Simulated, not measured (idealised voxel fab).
The process module presented herein is designated voxel air gaps.
Each square cell in cross-section cut measures 5 nm, and the section as a whole is 245 nm wide.
Heads up, the way a cross-section reads in here is a grid of square cells, handed over as bands from the top down, with every band being one or more rows of cells.
Band: top height; bottom height; in nm. Then, left to right: material with width in nm, for each material. "everywhere": a single material spanning edge to edge. "blank": empty space.
Height 0 is the level under which the wafer as received is all one material. The lowest band goes on downwards, as in "0..down".
Width "30->40": first value at the band's top row of cells, second value at its bottom row, equal change from row to row.
Where the words "remains unaltered" appear for a step, the cross-section shows no cell changed by that step; every cell remained as before.
In "Enclosed internal voids" the enclosed voids are listed, meaning empty spaces of 8 cells or larger without any opening to the top. The form is width x height at distance, distance from the left edge, units nm.
Past the settings on a step's line: simulator remark, on that step.
Each step line may optionally specify "overlay nm", which for a step with a mask gives the rightward distance between the mask's planned place and where it lay, a negative value indicating the leftward direction.

**Planned process steps**
1: RECEIVE [material Si]
2: CONFORMAL_DEP [material SiO2] [thk nm 15]
3: CONFORMAL_DEP [material SiN] [thk nm 5]
4: DIRECTIONAL_DEP [material lowk] [thk nm 30]
5: DIRECTIONAL_DEP [material aC] [thk nm 15]
6: PATTERN [tone open] [mask id LINES] [material resist] [width nm 25] [pitch nm 55] [thk nm 30] [overlay nm 0]
7: DIRECTIONAL_ETCH [etch materials aC] [depth nm 15]
8: STRIP [etch materials resist]
9: DIRECTIONAL_ETCH [etch materials lowk] [depth nm 30]
10: STRIP [etch materials aC]
11: CONFORMAL_DEP [material TiN] [thk nm 5]
12: FILL_DEP [material W] [thk nm 10]
13: CMP [height nm 50]
14: EPI [material Ru] [thk nm 10]
15: SELECTIVE_ETCH [etch materials lowk] [depth nm 40]
16: CONFORMAL_DEP [material SiN] [thk nm 5]

**The first of a set of two wafers, run to plan**

**Here's what the wafer looked like in cross-section when it arrived - that's after step 1**
    0..down: Si everywhere
    Enclosed internal voids: none

**after step 2**
    15..0: SiO2 everywhere
    Under the height 0 nothing was changed.

**after step 3**
    20..15: SiN everywhere
    Under the height 15 nothing was changed.

**after step 4**
    50..20: lowk everywhere
    Under the height 20 nothing was changed.

**after step 5**
    65..50: aC everywhere
    Under the height 50 nothing was changed.

**after step 6**
    95..65: resist=55 / blank=25 / resist=30 / blank=25 / resist=30 / blank=25 / resist=55
    Under the height 65 nothing was changed.

**after step 7**
    80..65: resist=55 / blank=25 / resist=30 / blank=25 / resist=30 / blank=25 / resist=55
    65..50: aC=55 / blank=25 / aC=30 / blank=25 / aC=30 / blank=25 / aC=55
    Under the height 50 nothing was changed.

**after step 8**
    65..50: aC=55 / blank=25 / aC=30 / blank=25 / aC=30 / blank=25 / aC=55
    Under the height 50 nothing was changed.

**after step 9**
    65..50: aC=55 / blank=25 / aC=30 / blank=25 / aC=30 / blank=25 / aC=55
    50..20: lowk=55 / blank=25 / lowk=30 / blank=25 / lowk=30 / blank=25 / lowk=55
    Under the height 20 nothing was changed.

**after step 10**
    50..20: lowk=55 / blank=25 / lowk=30 / blank=25 / lowk=30 / blank=25 / lowk=55
    Under the height 20 nothing was changed.

**after step 11**
    55..50: TiN=60 / blank=15 / TiN=40 / blank=15 / TiN=40 / blank=15 / TiN=60
    50..25: lowk=55 / TiN=5 / blank=15 / TiN=5 / lowk=30 / TiN=5 / blank=15 / TiN=5 / lowk=30 / TiN=5 / blank=15 / TiN=5 / lowk=55
    25..20: lowk=55 / TiN=25 / lowk=30 / TiN=25 / lowk=30 / TiN=25 / lowk=55
    Under the height 20 nothing was changed.

**after step 12**
    65..55: W everywhere
    55..50: TiN=60 / W=15 / TiN=40 / W=15 / TiN=40 / W=15 / TiN=60
    50..25: lowk=55 / TiN=5 / W=15 / TiN=5 / lowk=30 / TiN=5 / W=15 / TiN=5 / lowk=30 / TiN=5 / W=15 / TiN=5 / lowk=55
    Under the height 25 nothing was changed.

**after step 13**
    50..25: lowk=55 / TiN=5 / W=15 / TiN=5 / lowk=30 / TiN=5 / W=15 / TiN=5 / lowk=30 / TiN=5 / W=15 / TiN=5 / lowk=55
    Under the height 25 nothing was changed.

**after step 14**
    60..50: blank=45 / Ru=45 / blank=10 / Ru=45 / blank=10 / Ru=45 / blank=45
    Under the height 50 nothing was changed.

**after step 15**
    60..50: blank=45 / Ru=45 / blank=10 / Ru=45 / blank=10 / Ru=45 / blank=45
    50..25: blank=55 / TiN=5 / W=15 / TiN=5 / blank=30 / TiN=5 / W=15 / TiN=5 / blank=30 / TiN=5 / W=15 / TiN=5 / blank=55
    25..20: blank=55 / TiN=25 / blank=30 / TiN=25 / blank=30 / TiN=25 / blank=55
    Under the height 20 nothing was changed.

**after step 16**
    65..60: blank=40 / SiN=165 / blank=40
    60..50: blank=40 / SiN=5 / Ru=45 / SiN=10 / Ru=45 / SiN=10 / Ru=45 / SiN=5 / blank=40
    50..45: blank=40 / SiN=15 / TiN=5 / W=15 / TiN=5 / SiN=30 / TiN=5 / W=15 / TiN=5 / SiN=30 / TiN=5 / W=15 / TiN=5 / SiN=15 / blank=40
    45..25: blank=50 / SiN=5 / TiN=5 / W=15 / TiN=5 / SiN=5 / blank=20 / SiN=5 / TiN=5 / W=15 / TiN=5 / SiN=5 / blank=20 / SiN=5 / TiN=5 / W=15 / TiN=5 / SiN=5 / blank=50
    25..20: SiN=55 / TiN=25 / SiN=30 / TiN=25 / SiN=30 / TiN=25 / SiN=55
    Under the height 20 nothing was changed.
    Enclosed internal voids: 20 x 20 at 85; 20 x 20 at 140

**Companion wafer, the second of two: same beginning, same intended sequence, one mistake in carrying it out; through step 1 inclusive it tracks the first exactly**

**Second wafer, cut view, end of step 2 per plan**
    30..0: SiO2 everywhere
    Under the height 0 nothing was changed.

**Second wafer, cut view, end of step 3 per plan**
    35..30: SiN everywhere
    Under the height 30 nothing was changed.

**Second wafer, cut view, end of step 4 per plan**
    65..35: lowk everywhere
    Under the height 35 nothing was changed.

**Second wafer, cut view, end of step 5 per plan**
    80..65: aC everywhere
    Under the height 65 nothing was changed.

**Second wafer, cut view, end of step 6 per plan**
    110..80: resist=55 / blank=25 / resist=30 / blank=25 / resist=30 / blank=25 / resist=55
    Under the height 80 nothing was changed.

**Second wafer, cut view, end of step 7 per plan**
    95..80: resist=55 / blank=25 / resist=30 / blank=25 / resist=30 / blank=25 / resist=55
    80..65: aC=55 / blank=25 / aC=30 / blank=25 / aC=30 / blank=25 / aC=55
    Under the height 65 nothing was changed.

**Second wafer, cut view, end of step 8 per plan**
    80..65: aC=55 / blank=25 / aC=30 / blank=25 / aC=30 / blank=25 / aC=55
    Under the height 65 nothing was changed.

**Second wafer, cut view, end of step 9 per plan**
    80..65: aC=55 / blank=25 / aC=30 / blank=25 / aC=30 / blank=25 / aC=55
    65..35: lowk=55 / blank=25 / lowk=30 / blank=25 / lowk=30 / blank=25 / lowk=55
    Under the height 35 nothing was changed.

**Second wafer, cut view, end of step 10 per plan**
    65..35: lowk=55 / blank=25 / lowk=30 / blank=25 / lowk=30 / blank=25 / lowk=55
    Under the height 35 nothing was changed.

**Second wafer, cut view, end of step 11 per plan**
    70..65: TiN=60 / blank=15 / TiN=40 / blank=15 / TiN=40 / blank=15 / TiN=60
    65..40: lowk=55 / TiN=5 / blank=15 / TiN=5 / lowk=30 / TiN=5 / blank=15 / TiN=5 / lowk=30 / TiN=5 / blank=15 / TiN=5 / lowk=55
    40..35: lowk=55 / TiN=25 / lowk=30 / TiN=25 / lowk=30 / TiN=25 / lowk=55
    Under the height 35 nothing was changed.

**Second wafer, cut view, end of step 12 per plan**
    80..70: W everywhere
    70..65: TiN=60 / W=15 / TiN=40 / W=15 / TiN=40 / W=15 / TiN=60
    65..40: lowk=55 / TiN=5 / W=15 / TiN=5 / lowk=30 / TiN=5 / W=15 / TiN=5 / lowk=30 / TiN=5 / W=15 / TiN=5 / lowk=55
    Under the height 40 nothing was changed.

**Second wafer, cut view, end of step 13 per plan**
    50..40: lowk=55 / TiN=5 / W=15 / TiN=5 / lowk=30 / TiN=5 / W=15 / TiN=5 / lowk=30 / TiN=5 / W=15 / TiN=5 / lowk=55
    Under the height 40 nothing was changed.

**Second wafer, cut view, end of step 14 per plan**
    60..50: blank=45 / Ru=45 / blank=10 / Ru=45 / blank=10 / Ru=45 / blank=45
    Under the height 50 nothing was changed.

**Second wafer, cut view, end of step 15 per plan**
    60..50: blank=45 / Ru=45 / blank=10 / Ru=45 / blank=10 / Ru=45 / blank=45
    50..40: blank=55 / TiN=5 / W=15 / TiN=5 / blank=30 / TiN=5 / W=15 / TiN=5 / blank=30 / TiN=5 / W=15 / TiN=5 / blank=55
    40..35: blank=55 / TiN=25 / blank=30 / TiN=25 / blank=30 / TiN=25 / blank=55
    Under the height 35 nothing was changed.

**Second wafer, cut view, end of step 16 per plan**
    65..60: blank=40 / SiN=165 / blank=40
    60..50: blank=40 / SiN=5 / Ru=45 / SiN=10 / Ru=45 / SiN=10 / Ru=45 / SiN=5 / blank=40
    50..45: blank=40 / SiN=15 / TiN=5 / W=15 / TiN=5 / SiN=30 / TiN=5 / W=15 / TiN=5 / SiN=30 / TiN=5 / W=15 / TiN=5 / SiN=15 / blank=40
    45..40: blank=50 / SiN=5 / TiN=5 / W=15 / TiN=5 / SiN=5 / blank=20 / SiN=5 / TiN=5 / W=15 / TiN=5 / SiN=5 / blank=20 / SiN=5 / TiN=5 / W=15 / TiN=5 / SiN=5 / blank=50
    40..35: SiN=55 / TiN=25 / SiN=30 / TiN=25 / SiN=30 / TiN=25 / SiN=55
    Under the height 35 nothing was changed.
What was the processing mistake? the plan's step 2 ran twice
Final comparison by cell count, materials where the second wafer has more or fewer than the first: -18 SiN | +147 SiO2 | -18 TiN | -27 W
In the final state there are 2 closed voids in the first wafer, compared with 0 in the second wafer.
